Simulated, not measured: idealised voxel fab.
Presented below is a process module, voxel gate over fins.
This is section cut - it's 215 nm across, gridded in 5 nm square cells.
Bands, listed from the top down, are how a cross-section gets written in this document; the cross-section itself is a grid of square cells, and a band is one or more rows of them.
This entry defines a band. It first specifies the height of the band's top and the height of its bottom in nm, and then specifies the band's materials from left to right, stating each material with its width in nm. The word "edge to edge" identifies a single material that fills the band from edge to edge, while the word "air" identifies empty space.
Zero point of the height axis is 0; under it, received wafer = one material. Lowest band: continues down indefinitely, "0 and below".
Top row gets the first number, bottom row gets the second, and each row in between changes by the same step: that is how a band width like "30..40" works.
Where a step carries "remained the same", the cross-section came out of it unchanged, cell for cell.
Entry "Voids, sealed" = empty spaces >= 8 cells with no open way to the top; each as width x height at distance, distance from left edge, all nm.
Post-settings text on a step line: simulator's own remark regarding the step.
overlay nm: how far to the right of its planned place the mask lay on this masked step (negative: to the left).

## Steps planned for the process
1) op RECEIVE | material Si
2) op CONFORMAL_DEP | material SiN | thk nm 10
3) op DIRECTIONAL_DEP | material aC | thk nm 10
4) op PATTERN | tone cover | mask id FINS | material resist | width nm 15 | pitch nm 45 | thk nm 25 | overlay nm -15
5) op DIRECTIONAL_ETCH | etch materials aC | depth nm 10
6) op STRIP | etch materials resist
7) op DIRECTIONAL_ETCH | etch materials SiN | depth nm 10
8) op DIRECTIONAL_ETCH | etch materials Si | depth nm 35
9) op STRIP | etch materials aC
10) op FILL_DEP | material SiO2 | thk nm 15
11) op CMP | height nm 10
12) op SELECTIVE_ETCH | etch materials SiO2 | depth nm 25
13) op STRIP | etch materials SiN
14) op CONFORMAL_DEP | material HfO2 | thk nm 5
15) op CONFORMAL_DEP | material TiN | thk nm 5
16) op FILL_DEP | material W | thk nm 10
17) op CMP | height nm 15
18) op CONFORMAL_DEP | material SiCN | thk nm 10
Be aware that, although all wafers share a common starting state, the overlay nm at step 4 differs among them, and the plan displays the first wafer's value.

## As-received state after step 1, first of several wafers, cross-section
* 0 and below = Si edge to edge
* Voids, sealed: none

## Per wafer (row), end of module: delta in cells per material since receipt, (+) for gained, (-) for lost; closed voids after that
overlay nm -15 | +61 HfO2 | -238 Si | +86 SiCN | +136 SiO2 | +61 TiN | +109 W | Voids, sealed: none
overlay nm -10 | +61 HfO2 | -238 Si | +86 SiCN | +136 SiO2 | +61 TiN | +109 W | Voids, sealed: none
overlay nm -5 | +61 HfO2 | -238 Si | +86 SiCN | +136 SiO2 | +61 TiN | +109 W | Voids, sealed: none
overlay nm 0 | +61 HfO2 | -238 Si | +86 SiCN | +136 SiO2 | +61 TiN | +109 W | Voids, sealed: none
overlay nm 5 | +61 HfO2 | -238 Si | +86 SiCN | +136 SiO2 | +61 TiN | +109 W | Voids, sealed: none
overlay nm 10 | +61 HfO2 | -238 Si | +86 SiCN | +136 SiO2 | +61 TiN | +109 W | Voids, sealed: none
overlay nm 15 | +61 HfO2 | -238 Si | +86 SiCN | +136 SiO2 | +61 TiN | +109 W | Voids, sealed: none
